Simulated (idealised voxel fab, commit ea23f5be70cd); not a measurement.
process module | voxel transistor to metal
cross-section cut | 190 nm wide | cells 5 nm
A cross-section is a grid of square cells, given in bands from the top down. A band is one or more rows of cells.
Each band's line starts with the height of the band's top and of its bottom, in nm. Then come its materials from left to right, each with its width in nm. One material with "throughout" fills the band from edge to edge. "air" is empty space.
Height 0 is the level under which the wafer as received is all one material. The lowest band goes on downwards, as in "0 down".
A width such as "30 to 40" changes by the same amount from each row of cells to the next, from the band's top row to its bottom row.
"no change" after a step means that no cell of the cross-section changed.
closed voids: empty space of 8 cells or more with no open way to the top, each as width x height at its distance from the left edge, in nm
after a step's settings: what the simulator itself notes on the step
overlay nm, on a step with a mask: how far to the right of its planned place the mask lay; to the left if negative
plan
1 op RECEIVE | material Si
2 op OXIDIZE | depth nm 5
3 op CONFORMAL_DEP | material SiN | thk nm 15
4 op PATTERN | tone cover | mask id ACTIVE | material resist | width nm 105 | thk nm 20 | overlay nm 0
5 op DIRECTIONAL_ETCH | etch materials SiN | depth nm 15
6 op DIRECTIONAL_ETCH | etch materials SiO2 | depth nm 5
7 op DIRECTIONAL_ETCH | etch materials Si | depth nm 30
8 op STRIP | etch materials resist
9 op FILL_DEP | material SiO2 | thk nm 10
10 op CMP | height nm 15
11 op SELECTIVE_ETCH | etch materials SiO2 | depth nm 5
12 op STRIP | etch materials SiN
13 op SELECTIVE_ETCH | etch materials SiO2 | depth nm 5
14 op OXIDIZE | depth nm 5
15 op DIRECTIONAL_DEP | material polySi | thk nm 30
16 op DIRECTIONAL_DEP | material SiCN | thk nm 15
17 op DIRECTIONAL_DEP | material aC | thk nm 10
18 op PATTERN | tone cover | mask id GATE | material resist | width nm 35 | thk nm 25 | overlay nm 0
19 op DIRECTIONAL_ETCH | etch materials aC | depth nm 10
20 op STRIP | etch materials resist
21 op DIRECTIONAL_ETCH | etch materials SiCN | depth nm 25
22 op DIRECTIONAL_ETCH | etch materials polySi | depth nm 40
23 op STRIP | etch materials aC
24 op CONFORMAL_DEP | material SiO2 | thk nm 5
25 op DIRECTIONAL_ETCH | etch materials SiO2 | depth nm 5
26 op CONFORMAL_DEP | material SiN | thk nm 10
27 op DIRECTIONAL_ETCH | etch materials SiN | depth nm 10
28 op DIRECTIONAL_ETCH | etch materials SiO2 | depth nm 5
29 op DIRECTIONAL_ETCH | etch materials Si | depth nm 10
30 op EPI | material pSi | thk nm 15
31 op FILL_DEP | material SiO2 | thk nm 10
32 op CMP | height nm 25
33 op STRIP | etch materials polySi
34 op SELECTIVE_ETCH | etch materials SiO2 | depth nm 5
35 op CONFORMAL_DEP | material HfO2 | thk nm 5
36 op CONFORMAL_DEP | material TiN | thk nm 5
37 op FILL_DEP | material W | thk nm 10
38 op CMP | height nm 20
39 op DIRECTIONAL_DEP | material SiO2 | thk nm 10
40 op MASKED_ETCH | tone open | mask id CONTACT | width nm 15 | pitch nm 80 | etch materials SiO2 | depth nm 25 | overlay nm 0
41 op CONFORMAL_DEP | material TiN | thk nm 5
42 op FILL_DEP | material Ru | thk nm 5
43 op CMP | height nm 30
44 op DIRECTIONAL_DEP | material TiN | thk nm 5
45 op DIRECTIONAL_DEP | material W | thk nm 15
46 op DIRECTIONAL_DEP | material aC | thk nm 10
47 op PATTERN | tone cover | mask id METAL_1 | material resist | width nm 15 | pitch nm 80 | thk nm 25 | overlay nm 0
48 op DIRECTIONAL_ETCH | etch materials aC | depth nm 10
49 op STRIP | etch materials resist
50 op DIRECTIONAL_ETCH | etch materials W | depth nm 15
51 op DIRECTIONAL_ETCH | etch materials TiN | depth nm 5
52 op STRIP | etch materials aC
53 op FILL_DEP | material lowk | thk nm 5
54 op CMP | height nm 50
55 op CONFORMAL_DEP | material SiCN | thk nm 5
as received, after step 1
  0 down: Si throughout
  closed voids: none
first wafer at the end, as planned
  55 to 50: SiCN throughout
  50 to 35: lowk 45 | W 15 | lowk 65 | W 15 | lowk 50
  35 to 30: lowk 45 | TiN 15 | lowk 65 | TiN 15 | lowk 50
  30 to 20: SiO2 45 | TiN 5 | Ru 5 | TiN 5 | SiO2 65 | TiN 5 | Ru 5 | TiN 5 | SiO2 50
  20 to 10: SiO2 45 | TiN 5 | Ru 5 | TiN 5 | SiN 10 | HfO2 5 | TiN 5 | W 25 | TiN 5 | HfO2 5 | SiN 10 | TiN 5 | Ru 5 | TiN 5 | SiO2 50
  10 to 5: SiO2 45 | TiN 15 | SiN 10 | HfO2 5 | TiN 5 | W 25 | TiN 5 | HfO2 5 | SiN 10 | TiN 15 | SiO2 50
  5 to 0: SiO2 40 | SiN 10 | pSi 10 | SiN 10 | HfO2 5 | TiN 5 | W 25 | TiN 5 | HfO2 5 | SiN 10 | pSi 10 | SiN 10 | SiO2 45
  0 to -5: SiO2 40 | SiN 10 | pSi 10 | SiN 10 | HfO2 5 | TiN 35 | HfO2 5 | SiN 10 | pSi 10 | SiN 10 | SiO2 45
  -5 to -10: SiO2 50 | pSi 10 | SiO2 10 | HfO2 45 | SiO2 10 | pSi 10 | SiO2 55
  -10 to -20: SiO2 40 | Si 10 | pSi 10 | Si 65 | pSi 10 | Si 10 | SiO2 45
  -20 to -35: SiO2 40 | Si 105 | SiO2 45
  -35 down: Si throughout
  closed voids: none
second wafer at the end: like start, like plan, one mistake
  55 to 50: SiCN throughout
  50 to 35: W 45 | lowk 15 | W 65 | lowk 15 | W 50
  35 to 30: TiN 45 | lowk 15 | TiN 65 | lowk 15 | TiN 50
  30 to 20: SiO2 45 | TiN 5 | Ru 5 | TiN 5 | SiO2 65 | TiN 5 | Ru 5 | TiN 5 | SiO2 50
  20 to 10: SiO2 45 | TiN 5 | Ru 5 | TiN 5 | SiN 10 | HfO2 5 | TiN 5 | W 25 | TiN 5 | HfO2 5 | SiN 10 | TiN 5 | Ru 5 | TiN 5 | SiO2 50
  10 to 5: SiO2 45 | TiN 15 | SiN 10 | HfO2 5 | TiN 5 | W 25 | TiN 5 | HfO2 5 | SiN 10 | TiN 15 | SiO2 50
  5 to 0: SiO2 40 | SiN 10 | pSi 10 | SiN 10 | HfO2 5 | TiN 5 | W 25 | TiN 5 | HfO2 5 | SiN 10 | pSi 10 | SiN 10 | SiO2 45
  0 to -5: SiO2 40 | SiN 10 | pSi 10 | SiN 10 | HfO2 5 | TiN 35 | HfO2 5 | SiN 10 | pSi 10 | SiN 10 | SiO2 45
  -5 to -10: SiO2 50 | pSi 10 | SiO2 10 | HfO2 45 | SiO2 10 | pSi 10 | SiO2 55
  -10 to -20: SiO2 40 | Si 10 | pSi 10 | Si 65 | pSi 10 | Si 10 | SiO2 45
  -20 to -35: SiO2 40 | Si 105 | SiO2 45
  -35 down: Si throughout
  closed voids: none
what went wrong: step 47 ran as: op PATTERN | tone open | mask id METAL_1 | material resist | width nm 15 | pitch nm 80 | thk nm 25 | overlay nm 0
at the end the second wafer has, in cells: 26 more of TiN | 78 more of W | 104 fewer of lowk
